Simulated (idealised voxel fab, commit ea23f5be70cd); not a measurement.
You're looking at the process module voxel gate over fins.
Section cut is 145 nm wide and gridded with 5 nm square cells.
Heads up, the way a cross-section reads in here is a grid of square cells, handed over as bands from the top down, with every band being one or more rows of cells. Top height, bottom height, nm. Materials left to right, width each, nm. Single material + "all across" = fills band edge to edge. "air" = empty. Ref level 0: as-received wafer is one material below here. Bottom band extends down with no lower bound ("0 nm and below"). A two-number width, for instance "30->40", indicates that the width is equal to the first number in the top row of the band and to the second number in the bottom row, and that it changes by a constant amount per row of cells. "no modifications", as given for a step, is the statement that not any cell of the cross-section underwent a change during that step. This entry, "Enclosed voids", enumerates those empty regions of no fewer than 8 cells that possess no open connection to the top. Each region is reported in the form width x height at distance, the distance being taken from the left edge, with all three quantities expressed in nm. The remark found on a step's line after its settings is issued by the simulator itself and pertains to that step. overlay nm, on a step with a mask: how far to the right of its planned place the mask lay; to the left if negative.

# Below is the list of planned process steps
1,RECEIVE | material Si
2,CONFORMAL_DEP | material SiN | thk nm 10
3,PATTERN | tone cover | mask id FINS | material resist | width nm 15 | pitch nm 35 | thk nm 15 | overlay nm 0
4,DIRECTIONAL_ETCH | etch materials SiN | depth nm 10
5,DIRECTIONAL_ETCH | etch materials Si | depth nm 40
6,STRIP | etch materials resist
7,FILL_DEP | material SiO2 | thk nm 5
8,CMP | height nm 10
9,SELECTIVE_ETCH | etch materials SiO2 | depth nm 25
10,STRIP | etch materials SiN
11,CONFORMAL_DEP | material HfO2 | thk nm 5
12,CONFORMAL_DEP | material TiN | thk nm 5
13,CONFORMAL_DEP | material TiAl | thk nm 5
14,CONFORMAL_DEP | material TiN | thk nm 5
15,FILL_DEP | material W | thk nm 10
16,CMP | height nm 25
17,CONFORMAL_DEP | material SiCN | thk nm 5

# Cross-section of the wafer upon arrival, representing the state reached after step 1
  0 nm and below: Si all across
  Enclosed voids: none

# First wafer of two, sectioned at end of module; run went per plan
  30 nm to 25 nm: SiCN all across
  25 nm to 20 nm: W all across
  20 nm to 15 nm: W 25 | TiN 90 | W 30
  15 nm to 10 nm: W 25 | TiN 5 | TiAl 80 | TiN 5 | W 30
  10 nm to 5 nm: W 25 | TiN 5 | TiAl 5 | TiN 70 | TiAl 5 | TiN 5 | W 30
  5 nm to 0 nm: TiN 30 | TiAl 5 | TiN 5 | HfO2 25 | TiN 10 | HfO2 25 | TiN 5 | TiAl 5 | TiN 35
  0 nm to -5 nm: TiAl 35 | TiN 5 | HfO2 5 | Si 15 | HfO2 5 | TiN 10 | HfO2 5 | Si 15 | HfO2 5 | TiN 5 | TiAl 40
  -5 nm to -10 nm: TiN 40 | HfO2 5 | Si 15 | HfO2 5 | TiN 10 | HfO2 5 | Si 15 | HfO2 5 | TiN 45
  -10 nm to -15 nm: HfO2 45 | Si 15 | HfO2 20 | Si 15 | HfO2 50
  -15 nm to -40 nm: SiO2 45 | Si 15 | SiO2 20 | Si 15 | SiO2 50
  -40 nm and below: Si all across
  Enclosed voids: none

# Here's the second of our two wafers sectioned at module end. Same start as the first, same plan, but one mistake got made running it
  20 nm to 15 nm: SiCN all across
  15 nm to 10 nm: W 25 | TiN 5 | TiAl 80 | TiN 5 | W 30
  10 nm to 5 nm: W 25 | TiN 5 | TiAl 5 | TiN 70 | TiAl 5 | TiN 5 | W 30
  5 nm to 0 nm: TiN 30 | TiAl 5 | TiN 5 | HfO2 25 | TiN 10 | HfO2 25 | TiN 5 | TiAl 5 | TiN 35
  0 nm to -5 nm: TiAl 35 | TiN 5 | HfO2 5 | Si 15 | HfO2 5 | TiN 10 | HfO2 5 | Si 15 | HfO2 5 | TiN 5 | TiAl 40
  -5 nm to -10 nm: TiN 40 | HfO2 5 | Si 15 | HfO2 5 | TiN 10 | HfO2 5 | Si 15 | HfO2 5 | TiN 45
  -10 nm to -15 nm: HfO2 45 | Si 15 | HfO2 20 | Si 15 | HfO2 50
  -15 nm to -40 nm: SiO2 45 | Si 15 | SiO2 20 | Si 15 | SiO2 50
  -40 nm and below: Si all across
  Enclosed voids: none
Diagnosis: note that step 16 departed from the planned setting and was carried out as CMP | height nm 15
Counted in cells at the end, the second wafer holds more or fewer of these materials than the first: 18 fewer of TiN, 40 fewer of W
